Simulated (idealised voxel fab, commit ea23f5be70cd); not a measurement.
This section sets out a process module, namely voxel wiring stack.
It is cross-section cut that appears here, measuring 205 nm in width, its square cells being 5 nm in size.
The cross-sections in this document take the form of a grid made of square cells. They are written out as bands, in order from top to bottom. Each band consists of one or more rows of cells.
It is stipulated that each band's entry specify, in nanometres, the height of the top of the band and then that of its bottom, followed by the materials of the band in left-to-right sequence, each together with its width in nanometres. A single material marked by the word "edge to edge" is understood to fill the band from edge to edge; the word "blank" is understood to denote empty space.
For the purposes of this specification, 0 denotes the height below which the wafer in its as-received condition is composed wholly of one material, and the lowermost band, lacking a lower limit, extends downward without end, as expressed in "0 down".
A width such as "30..40" changes by the same amount from each row of cells to the next, from the band's top row to its bottom row.
Step note "all unchanged" = no cross-section cell changed.
Closed-off voids of 8+ cells (no open route to the top) go in "Fully closed voids", written width x height at distance from the left edge, in nm.
Past the settings on a step's line: simulator remark, on that step.
overlay nm, on a step with a mask: how far to the right of its planned place the mask lay; to the left if negative
[plan]
step 1: RECEIVE: material Si
step 2: CONFORMAL_DEP: material SiO2, thk nm 10
step 3: CONFORMAL_DEP: material SiCN, thk nm 5
step 4: DIRECTIONAL_DEP: material SiO2, thk nm 25
step 5: PATTERN: tone open, mask id METAL_1, material resist, width nm 25, pitch nm 40, thk nm 15, overlay nm 0
step 6: DIRECTIONAL_ETCH: etch materials SiO2, depth nm 25
step 7: DIRECTIONAL_ETCH: etch materials SiCN, depth nm 5
step 8: STRIP: etch materials resist
step 9: CONFORMAL_DEP: material TiN, thk nm 5
step 10: FILL_DEP: material Cu, thk nm 5
step 11: CMP: height nm 40
step 12: EPI: material Ru, thk nm 5
step 13: FILL_DEP: material SiCN, thk nm 5
step 14: DIRECTIONAL_DEP: material SiO2, thk nm 10
step 15: MASKED_ETCH: tone open, mask id PLUG_1, width nm 15, pitch nm 40, etch materials SiO2, depth nm 10, overlay nm 0
step 16: MASKED_ETCH: tone open, mask id PLUG_1, width nm 15, pitch nm 40, etch materials SiCN, depth nm 5, overlay nm 0
step 17: EPI: material Ru, thk nm 10
step 18: EPI: material Ru, thk nm 5
step 19: CONFORMAL_DEP: material SiN, thk nm 5
step 20: DIRECTIONAL_DEP: material SiO2, thk nm 25
step 21: MASKED_ETCH: tone open, mask id METAL_2, width nm 25, pitch nm 40, etch materials SiO2, depth nm 25, overlay nm 0
step 22: MASKED_ETCH: tone open, mask id METAL_2, width nm 25, pitch nm 40, etch materials SiN, depth nm 5, overlay nm 0
step 23: CONFORMAL_DEP: material TiN, thk nm 5
step 24: FILL_DEP: material Cu, thk nm 5
step 25: CMP: height nm 90
step 26: CONFORMAL_DEP: material SiCN, thk nm 5
step 27: DIRECTIONAL_DEP: material lowk, thk nm 15
step 28: MASKED_ETCH: tone open, mask id PLUG_2, width nm 15, pitch nm 40, etch materials lowk, depth nm 15, overlay nm 0
step 29: MASKED_ETCH: tone open, mask id PLUG_2, width nm 15, pitch nm 40, etch materials SiCN, depth nm 5, overlay nm 0
step 30: EPI: material Ru, thk nm 10
step 31: EPI: material Ru, thk nm 10
step 32: CONFORMAL_DEP: material SiCN, thk nm 5
step 33: DIRECTIONAL_DEP: material lowk, thk nm 20
step 34: DIRECTIONAL_DEP: material aC, thk nm 15
step 35: PATTERN: tone open, mask id METAL_3, material resist, width nm 25, pitch nm 40, thk nm 35, overlay nm 0
step 36: DIRECTIONAL_ETCH: etch materials aC, depth nm 15
step 37: STRIP: etch materials resist
step 38: DIRECTIONAL_ETCH: etch materials lowk, depth nm 20
step 39: DIRECTIONAL_ETCH: etch materials SiCN, depth nm 5
step 40: STRIP: etch materials aC
step 41: CONFORMAL_DEP: material TiN, thk nm 5
step 42: FILL_DEP: material Cu, thk nm 10
step 43: CMP: height nm 135
step 44: CONFORMAL_DEP: material SiN, thk nm 5
[Received-state cross-section, reflecting completion of step 1]
	0 down | Si edge to edge
	Fully closed voids: none
[The cross-section shown corresponds to the wafer at the conclusion of the module. The initial structure and the process plan are those presented above; however, one mistake occurred in executing the plan]
	140 to 135 | SiN edge to edge
	135 to 115 | lowk: 30, TiN: 5, Cu: 15, TiN: 5, lowk: 15, TiN: 5, Cu: 15, TiN: 5, lowk: 15, TiN: 5, Cu: 15, TiN: 5, lowk: 15, TiN: 5, Cu: 15, TiN: 5, lowk: 30
	115 to 110 | SiCN: 30, TiN: 25, SiCN: 15, TiN: 25, SiCN: 15, TiN: 25, SiCN: 15, TiN: 25, SiCN: 30
	110 to 95 | lowk: 30, Ru: 15, lowk: 25, Ru: 15, lowk: 25, Ru: 15, lowk: 25, Ru: 15, lowk: 40
	95 to 90 | SiCN: 30, Ru: 15, SiCN: 25, Ru: 15, SiCN: 25, Ru: 15, SiCN: 25, Ru: 15, SiCN: 40
	90 to 65 | SiO2: 30, TiN: 5, SiN: 15, TiN: 5, SiO2: 15, TiN: 5, SiN: 15, TiN: 5, SiO2: 15, TiN: 5, SiN: 15, TiN: 5, SiO2: 15, TiN: 5, SiN: 15, TiN: 5, SiO2: 30
	65 to 60 | SiN: 30, TiN: 25, SiN: 15, TiN: 25, SiN: 15, TiN: 25, SiN: 15, TiN: 25, SiN: 30
	60 to 50 | SiO2: 30, Ru: 15, SiO2: 25, Ru: 15, SiO2: 25, Ru: 15, SiO2: 25, Ru: 15, SiO2: 40
	50 to 40 | SiCN: 30..25, Ru: 15..35, SiCN: 25..5, Ru: 15..35, SiCN: 25..5, Ru: 15..35, SiCN: 25..5, Ru: 15..35, SiCN: 40..25
	40 to 15 | SiO2: 30, TiN: 5, Cu: 15, TiN: 5, SiO2: 15, TiN: 5, Cu: 15, TiN: 5, SiO2: 15, TiN: 5, Cu: 15, TiN: 5, SiO2: 15, TiN: 5, Cu: 15, TiN: 5, SiO2: 30
	15 to 10 | SiCN: 30, TiN: 25, SiCN: 15, TiN: 25, SiCN: 15, TiN: 25, SiCN: 15, TiN: 25, SiCN: 30
	10 to 0 | SiO2 edge to edge
	0 down | Si edge to edge
	Fully closed voids: none
Short version of what went wrong: off-plan run, step 24, actual operation and settings FILL_DEP: material SiN, thk nm 5
